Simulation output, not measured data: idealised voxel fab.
Herein follows the process module entitled voxel trench capacitor.
Square cell edge 5 nm, section width 285 nm, ID cut.
Cross-section spec: square-cell grid; bands listed top down; each band is one or more rows. Band: top height; bottom height; in nm. Then, left to right: material with width in nm, for each material. "all across": a single material spanning edge to edge. "empty": empty space. A quick word on heights: they are counted from 0, and under that level the wafer as it came to us is one material throughout. The lowest band is different from the rest in having no bottom; it simply continues downward, written as in "z 0 and below". Note: "30 to 40" means the width goes from the first number (top row of the band) to the second number (bottom row) in equal steps per row of cells. "identical to before" -> step changed no cross-section cell. Reported under the label "Completely sealed voids" are the empty spaces having no open way to the top and comprising 8 cells or more; the notation for each is width x height at distance, in which the distance is measured from the left edge and all three values are in nm. It should be noted that, on the line of a given step, the content following the step's settings is a remark produced by the simulator itself with respect to that step. overlay nm: on a step with a mask, how far right of its planned place the mask lay; negative means left.
## Process steps (planned)
- 1: op RECEIVE | material Si
- 2: op CONFORMAL_DEP | material SiN | thk nm 10
- 3: op MASKED_ETCH | tone open | mask id TRENCH | width nm 15 | pitch nm 35 | etch materials SiN | depth nm 10 | overlay nm -15
- 4: op MASKED_ETCH | tone open | mask id TRENCH | width nm 15 | pitch nm 35 | etch materials Si | depth nm 25 | overlay nm 0
- 5: op CONFORMAL_DEP | material Al2O3 | thk nm 5
- 6: op FILL_DEP | material polySi | thk nm 10
- 7: op CMP | height nm 10
The overlay nm used in step 3 is not the same on every wafer, whereas the starting condition is; the value printed in the plan is the first wafer's.
## This is how the first of several wafers looked in cross-section when it arrived, which is after step 1
> z 0 and below  Si all across
> Completely sealed voids: none
## Heads up, this table goes wafer by wafer. A row tells you, at the end of the module, how many cells of each material that wafer has put on (+) or dropped (-) since it was received, and then its closed voids
overlay nm -15, +10 Al2O3, +102 SiN, +2 polySi, Completely sealed voids: none
overlay nm -10, +20 Al2O3, -10 Si, +102 SiN, +2 polySi, Completely sealed voids: none
overlay nm -5, +30 Al2O3, -20 Si, +102 SiN, +2 polySi, Completely sealed voids: none
overlay nm 0, +30 Al2O3, -30 Si, +102 SiN, +12 polySi, Completely sealed voids: none
overlay nm 5, +30 Al2O3, -20 Si, +102 SiN, +2 polySi, Completely sealed voids: none
overlay nm 10, +20 Al2O3, -10 Si, +102 SiN, +2 polySi, Completely sealed voids: none
overlay nm 15, +10 Al2O3, +102 SiN, +2 polySi, Completely sealed voids: none
